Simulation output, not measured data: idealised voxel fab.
Process module heading - voxel air gaps
Displayed cross-section: cut, width of 155 nm, square cells sized 5 nm.
Cross-section layout: square cells on a grid; listed as bands, top to bottom; a band spans one or more cell rows.
Top, bottom (nm), then materials left to right with widths (nm); lone material tagged "everywhere" fills the whole band edge to edge; "empty" = empty space.
Heads up on the height convention: 0 is the point under which the incoming wafer is all one material, and the lowest band has no bottom, it just keeps going down, like "0 down".
Graded width ("30 to 40"): value in top row of band = first number; value in bottom row = second number; row-to-row change constant.
You'll sometimes find "no change occurred" written for a step, and that's the way of saying that nowhere in the cross-section did a cell change during that step.
Under "Voids lacking openings" you'll find the enclosed gaps, the ones with no way out to the top, that are 8 cells or bigger; each reads width x height at distance, with distance counted from the left edge, everything in nm.
Where a step's line continues beyond its settings, the continuation is a remark by the simulator itself on that step.
On any step carrying a mask, the "overlay nm" setting, if present on the step's line, tells how far right of its planned place the mask lay; negative values point to the left.

### Process steps (planned)
- 1: RECEIVE,material Si
- 2: CONFORMAL_DEP,material SiO2,thk nm 15
- 3: CONFORMAL_DEP,material SiCN,thk nm 5
- 4: DIRECTIONAL_DEP,material lowk,thk nm 35
- 5: PATTERN,tone open,mask id LINES,material resist,width nm 15,pitch nm 40,thk nm 15,overlay nm 0
- 6: DIRECTIONAL_ETCH,etch materials lowk,depth nm 35
- 7: STRIP,etch materials resist
- 8: CONFORMAL_DEP,material TiN,thk nm 5
- 9: FILL_DEP,material W,thk nm 5
- 10: CMP,height nm 55
- 11: EPI,material Ru,thk nm 10
- 12: SELECTIVE_ETCH,etch materials lowk,depth nm 45
- 13: CONFORMAL_DEP,material SiCN,thk nm 5

### As-received wafer cross-section (after step 1)
    0 down: Si everywhere
    Voids lacking openings: none

### The first of two wafers, cross-sectioned at the end of the module, with the run proceeding as planned
    70 to 65: 15 empty | 125 SiCN | 15 empty
    65 to 55: 15 empty | 5 SiCN | 35 Ru | 5 SiCN | 35 Ru | 5 SiCN | 35 Ru | 5 SiCN | 15 empty
    55 to 50: 15 empty | 15 SiCN | 5 TiN | 5 W | 5 TiN | 25 SiCN | 5 TiN | 5 W | 5 TiN | 25 SiCN | 5 TiN | 5 W | 5 TiN | 15 SiCN | 15 empty
    50 to 25: 25 empty | 5 SiCN | 5 TiN | 5 W | 5 TiN | 5 SiCN | 15 empty | 5 SiCN | 5 TiN | 5 W | 5 TiN | 5 SiCN | 15 empty | 5 SiCN | 5 TiN | 5 W | 5 TiN | 5 SiCN | 25 empty
    25 to 20: 30 SiCN | 15 TiN | 25 SiCN | 15 TiN | 25 SiCN | 15 TiN | 30 SiCN
    20 to 15: SiCN everywhere
    15 to 0: SiO2 everywhere
    0 down: Si everywhere
    Voids lacking openings: 15 x 25 at 50; 15 x 25 at 90

### Cross-sectional view: second of two wafers, end of module; start and plan identical to the first, one mistake in running
    70 to 65: SiCN everywhere
    65 to 55: Ru everywhere
    55 to 25: 25 W | 5 TiN | 15 lowk | 5 TiN | 15 W | 5 TiN | 15 lowk | 5 TiN | 15 W | 5 TiN | 15 lowk | 5 TiN | 25 W
    25 to 20: 30 TiN | 15 lowk | 25 TiN | 15 lowk | 25 TiN | 15 lowk | 30 TiN
    20 to 15: SiCN everywhere
    15 to 0: SiO2 everywhere
    0 down: Si everywhere
    Voids lacking openings: none
What was done differently from what was planned? step 5 ran with different settings than intended, the actual operation and settings being PATTERN,tone cover,mask id LINES,material resist,width nm 15,pitch nm 40,thk nm 15,overlay nm 0
Wafer comparison, final, in cells, second relative to first, materials more or fewer: 20 more of Ru, 70 fewer of SiCN, 13 more of TiN, 78 more of W, 63 more of lowk
In the final state there are 2 closed voids in the first wafer, compared with 0 in the second wafer.
